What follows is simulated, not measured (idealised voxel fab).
The name of this process module is voxel tone inversion.
For reference, the cross-section in this document is cut, with width 145 nm and square cells of 5 nm.
In what follows, cross-sections appear as grids of square cells, described through bands that run from the top down, where every band is one or more rows of cells. This entry defines a band. It first specifies the height of the band's top and the height of its bottom in nm, and then specifies the band's materials from left to right, stating each material with its width in nm. The word "throughout" identifies a single material that fills the band from edge to edge, while the word "air" identifies empty space. Heights are measured from 0, the level below which the as-received wafer is all one material; the lowest band has no bottom and continues downward, written as in "top 0, no bottom". So if you see something like "30->40" for the width, read it as the top row of the band sitting at the first number and the bottom row at the second, with every row in between moving by the same amount as the last. "left unchanged" -> step changed no cross-section cell. Entry "Fully enclosed voids" = empty spaces >= 8 cells with no open way to the top; each as width x height at distance, distance from left edge, all nm. The remark found on a step's line after its settings is issued by the simulator itself and pertains to that step. overlay nm, on a step with a mask: how far to the right of its planned place the mask lay; to the left if negative.
PLANNED STEP LIST FOR THE PROCESS
1,RECEIVE [material Si]
2,CONFORMAL_DEP [material SiCN] [thk nm 10]
3,DIRECTIONAL_DEP [material polySi] [thk nm 15]
4,PATTERN [tone cover] [mask id POSTS] [material resist] [width nm 20] [pitch nm 40] [thk nm 25] [overlay nm 0]
5,DIRECTIONAL_ETCH [etch materials polySi] [depth nm 15]
6,STRIP [etch materials resist]
7,FILL_DEP [material lowk] [thk nm 5]
8,CMP [height nm 25]
9,STRIP [etch materials polySi]
10,CONFORMAL_DEP [material TiN] [thk nm 5]
11,FILL_DEP [material Cu] [thk nm 10]
12,CMP [height nm 25]
13,CONFORMAL_DEP [material SiN] [thk nm 5]
WAFER CROSS-SECTION ON RECEIPT, I.E. AFTER STEP 1
> top 0, no bottom  Si throughout
> Fully enclosed voids: none
CROSS-SECTION: FIRST OF TWO WAFERS, MODULE FINISHED, RUN ACCORDING TO PLAN
> top 30, bottom 25  SiN throughout
> top 25, bottom 15  20 nm lowk, 5 nm TiN, 10 nm Cu, 5 nm TiN, 20 nm lowk, 5 nm TiN, 10 nm Cu, 5 nm TiN, 20 nm lowk, 5 nm TiN, 10 nm Cu, 5 nm TiN, 25 nm lowk
> top 15, bottom 10  20 nm lowk, 20 nm TiN, 20 nm lowk, 20 nm TiN, 20 nm lowk, 20 nm TiN, 25 nm lowk
> top 10, bottom 0  SiCN throughout
> top 0, no bottom  Si throughout
> Fully enclosed voids: none
WAFER TWO, SECTIONED AFTER THE MODULE: THE FIRST WAFER'S START, THE FIRST WAFER'S PLAN, AND ONE MISTAKE IN HOW IT WAS RUN
> top 30, bottom 25  SiN throughout
> top 25, bottom 15  SiCN throughout
> top 15, bottom 0  polySi throughout
> top 0, no bottom  Si throughout
> Fully enclosed voids: none
Misprocessing identified: steps 2 and 3: order swapped relative to plan
at the end the second wafer has, in cells: -12 Cu, -24 TiN, -51 lowk, +87 polySi
